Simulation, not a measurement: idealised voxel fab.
The following process module bears the name voxel local oxidation.
We display cut, a cross-section 240 nm in width whose square cells are each 5 nm.
In what follows, cross-sections appear as grids of square cells, described through bands that run from the top down, where every band is one or more rows of cells. The band entry comprises the height of the band's top followed by the height of its bottom, expressed in nm, and subsequently the band's materials from left to right, each stated together with its width in nm. Where a single material is marked with the word "throughout", that material fills the band from edge to edge. The word "air" represents empty space. It should be noted that heights are counted from 0, beneath which the wafer as supplied is of one material throughout, and that the lowest band possesses no lower boundary but continues downward, as written in "0 and below". Note: "30 to 40" means the width goes from the first number (top row of the band) to the second number (bottom row) in equal steps per row of cells. What does "identical to before" mean for a step? It means no cell of the cross-section changed in that step. So "Unvented cavities" is basically the list of trapped voids: any empty space of 8 cells or more that can't reach the top through an opening. They're written width x height at distance, the distance being from the left edge, and it's all nm. If you see something after the settings on a step's line, that's the simulator's own remark about that step. A step's line can hold "overlay nm"; with a mask on that step, the setting says how far right of the planned place the mask lay, while a negative setting says it lay to the left.

[The following list gives the planned process steps]
1. RECEIVE: material Si
2. OXIDIZE: depth nm 5
3. CONFORMAL_DEP: material SiN, thk nm 15
4. MASKED_ETCH: tone cover, mask id ACTIVE, width nm 90, etch materials SiN, depth nm 15, overlay nm 0
5. SELECTIVE_ETCH: etch materials SiO2, depth nm 5
6. OXIDIZE: depth nm 10
7. STRIP: etch materials SiN

[As-received wafer cross-section (after step 1)]
    0 and below  Si throughout
    Unvented cavities: none

[Starting wafer: above. Plan: above. Run: one mistake. Cross-section after the module: below]
    0 down to -5  air=90; SiO2=80; air=70
    -5 down to -15  SiO2=100; Si=60; SiO2=80
    -15 and below  Si throughout
    Unvented cavities: none
Where did the run depart from the plan? not per plan at step 4, really ran MASKED_ETCH: tone cover, mask id ACTIVE, width nm 90, etch materials SiN, depth nm 15, overlay nm 10
